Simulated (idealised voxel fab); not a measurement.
process module | voxel double patterning
cross-section cut | 210 nm wide | cells 5 nm
A cross-section is a grid of square cells, given in bands from the top down. A band is one or more rows of cells.
Each band's line starts with the height of the band's top and of its bottom, in nm. Then come its materials from left to right, each with its width in nm. One material with "throughout" fills the band from edge to edge. "air" is empty space.
Height 0 is the level under which the wafer as received is all one material. The lowest band goes on downwards, as in "0 down".
A width such as "30 to 40" changes by the same amount from each row of cells to the next, from the band's top row to its bottom row.
"no change" after a step means that no cell of the cross-section changed.
closed voids: empty space of 8 cells or more with no open way to the top, each as width x height at its distance from the left edge, in nm
after a step's settings: what the simulator itself notes on the step
overlay nm, on a step with a mask: how far to the right of its planned place the mask lay; to the left if negative
plan
1 op RECEIVE | material Si
2 op CONFORMAL_DEP | material SiO2 | thk nm 5
3 op DIRECTIONAL_DEP | material W | thk nm 20
4 op DIRECTIONAL_DEP | material SiN | thk nm 10
5 op DIRECTIONAL_DEP | material aC | thk nm 10
6 op PATTERN | tone open | mask id FIRST | material resist | width nm 15 | pitch nm 50 | thk nm 30 | overlay nm 0
7 op DIRECTIONAL_ETCH | etch materials aC | depth nm 10
8 op STRIP | etch materials resist
9 op DIRECTIONAL_ETCH | etch materials SiN | depth nm 10
10 op STRIP | etch materials aC
11 op DIRECTIONAL_DEP | material aC | thk nm 15
12 op PATTERN | tone open | mask id SECOND | material resist | width nm 15 | thk nm 35 | overlay nm 0
13 op DIRECTIONAL_ETCH | etch materials aC | depth nm 15
14 op STRIP | etch materials resist
15 op DIRECTIONAL_ETCH | etch materials SiN | depth nm 10
16 op STRIP | etch materials aC
17 op DIRECTIONAL_ETCH | etch materials W | depth nm 20
18 op STRIP | etch materials SiN
as received, after step 1
  0 down: Si throughout
  closed voids: none
first wafer at the end, as planned
  25 to 5: W 70 | air 15 | W 10 | air 15 | W 10 | air 15 | W 75
  5 to 0: SiO2 throughout
  0 down: Si throughout
  closed voids: none
second wafer at the end: like start, like plan, one mistake
  20 to 0: W 70 | air 15 | W 10 | air 15 | W 10 | air 15 | W 75
  0 down: Si throughout
  closed voids: none
what went wrong: step 2 was left out
at the end the second wafer has, in cells: 42 fewer of SiO2
